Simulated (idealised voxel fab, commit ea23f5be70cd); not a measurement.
Module name: voxel local oxidation (process module)
Square cell edge 5 nm, section width 230 nm, ID cut.
Cross-section format: a grid of square cells, given as bands from top to bottom; each band is one or more rows of cells. This entry defines a band. It first specifies the height of the band's top and the height of its bottom in nm, and then specifies the band's materials from left to right, stating each material with its width in nm. The word "everywhere" identifies a single material that fills the band from edge to edge, while the word "empty" identifies empty space. Below 0: as-received wafer, all one material; heights counted from there. Lowest band: no bottom, goes on down, written "z 0 and below". Read "30 to 40" as a graded width: first number on top, second number at the bottom, same change between each pair of neighbouring rows. "stayed the same" for a step: no cell of the cross-section changed in that step. Look at "Closed void table" for the closed voids: empty spaces with no open path to the top, sized 8 cells or up. Each is width x height at distance, distance from the left edge, all nm. It should be noted that, on the line of a given step, the content following the step's settings is a remark produced by the simulator itself with respect to that step. What "overlay nm" on a step's line means: if the step has a mask, that mask lay this far to the right of its planned place, or, when the value is negative, to the left.

### plan
1 RECEIVE (material Si)
2 CONFORMAL_DEP (material SiO2; thk nm 5)
3 CONFORMAL_DEP (material SiN; thk nm 15)
4 DIRECTIONAL_DEP (material aC; thk nm 15)
5 PATTERN (tone cover; mask id ACTIVE; material resist; width nm 120; thk nm 30; overlay nm 0)
6 DIRECTIONAL_ETCH (etch materials aC; depth nm 15)
7 STRIP (etch materials resist)
8 DIRECTIONAL_ETCH (etch materials SiN; depth nm 15)
9 STRIP (etch materials aC)
10 SELECTIVE_ETCH (etch materials SiO2; depth nm 5)
11 OXIDIZE (depth nm 15)
12 STRIP (etch materials SiN)

### First of two wafers, processed according to plan

### Cross-section of the wafer at receipt, which is the condition after step 1
z 0 and below | Si everywhere
Closed void table: none

### Step 2 done - wafer cross-section
z 5 to 0 | SiO2 everywhere
Below 0, no change.

### Step 3 done - wafer cross-section
z 20 to 5 | SiN everywhere
Below 5, no change.

### Step 4 done - wafer cross-section
z 35 to 20 | aC everywhere
Below 20, no change.

### Step 5 done - wafer cross-section
z 65 to 35 | empty=55, then resist=120, then empty=55
Below 35, no change.

### Step 6 done - wafer cross-section
z 50 to 35 | empty=55, then resist=120, then empty=55
z 35 to 20 | empty=55, then aC=120, then empty=55
Below 20, no change.

### Step 7 done - wafer cross-section
z 35 to 20 | empty=55, then aC=120, then empty=55
Below 20, no change.

### Step 8 done - wafer cross-section
z 35 to 20 | empty=55, then aC=120, then empty=55
z 20 to 5 | empty=55, then SiN=120, then empty=55
Below 5, no change.

### Step 9 done - wafer cross-section
z 20 to 5 | empty=55, then SiN=120, then empty=55
Below 5, no change.

### Step 10 done - wafer cross-section
z 20 to 5 | empty=55, then SiN=120, then empty=55
z 5 to 0 | empty=60, then SiO2=110, then empty=60
Below 0, no change.

### Step 11 done - wafer cross-section
z 20 to 5 | empty=55, then SiN=120, then empty=55
z 5 to 0 | empty=60, then SiO2=110, then empty=60
z 0 to -15 | SiO2=75, then Si=80, then SiO2=75
Below -15, no change.

### Step 12 done - wafer cross-section
z 5 to 0 | empty=60, then SiO2=110, then empty=60
Below 0, no change.

### Wafer two. Same start, same plan, one slip in execution. Same as wafer one through step 4, inclusive

### The second wafer in cross-section, at the planned close of step 5
z 65 to 35 | resist=55, then empty=120, then resist=55
Below 35, no change.

### The second wafer in cross-section, at the planned close of step 6
z 50 to 35 | resist=55, then empty=120, then resist=55
z 35 to 20 | aC=55, then empty=120, then aC=55
Below 20, no change.

### The second wafer in cross-section, at the planned close of step 7
z 35 to 20 | aC=55, then empty=120, then aC=55
Below 20, no change.

### The second wafer in cross-section, at the planned close of step 8
z 35 to 20 | aC=55, then empty=120, then aC=55
z 20 to 5 | SiN=55, then empty=120, then SiN=55
Below 5, no change.

### The second wafer in cross-section, at the planned close of step 9
z 20 to 5 | SiN=55, then empty=120, then SiN=55
Below 5, no change.

### The second wafer in cross-section, at the planned close of step 10
z 20 to 5 | SiN=55, then empty=120, then SiN=55
z 5 to 0 | SiO2=50, then empty=130, then SiO2=50
Below 0, no change.

### The second wafer in cross-section, at the planned close of step 11
z 20 to 5 | SiN=55, then empty=120, then SiN=55
z 5 to 0 | SiO2=50, then empty=130, then SiO2=50
z 0 to -15 | Si=35, then SiO2=160, then Si=35
Below -15, no change.

### The second wafer in cross-section, at the planned close of step 12
z 5 to 0 | SiO2=50, then empty=130, then SiO2=50
Below 0, no change.
what went wrong: step 5 ran with different settings than intended, the actual operation and settings being PATTERN (tone open; mask id ACTIVE; material resist; width nm 120; thk nm 30; overlay nm 0)
Wrapping up, a cell-based count of both wafers puts the second over or under the first for these materials: -6 Si | +4 SiO2
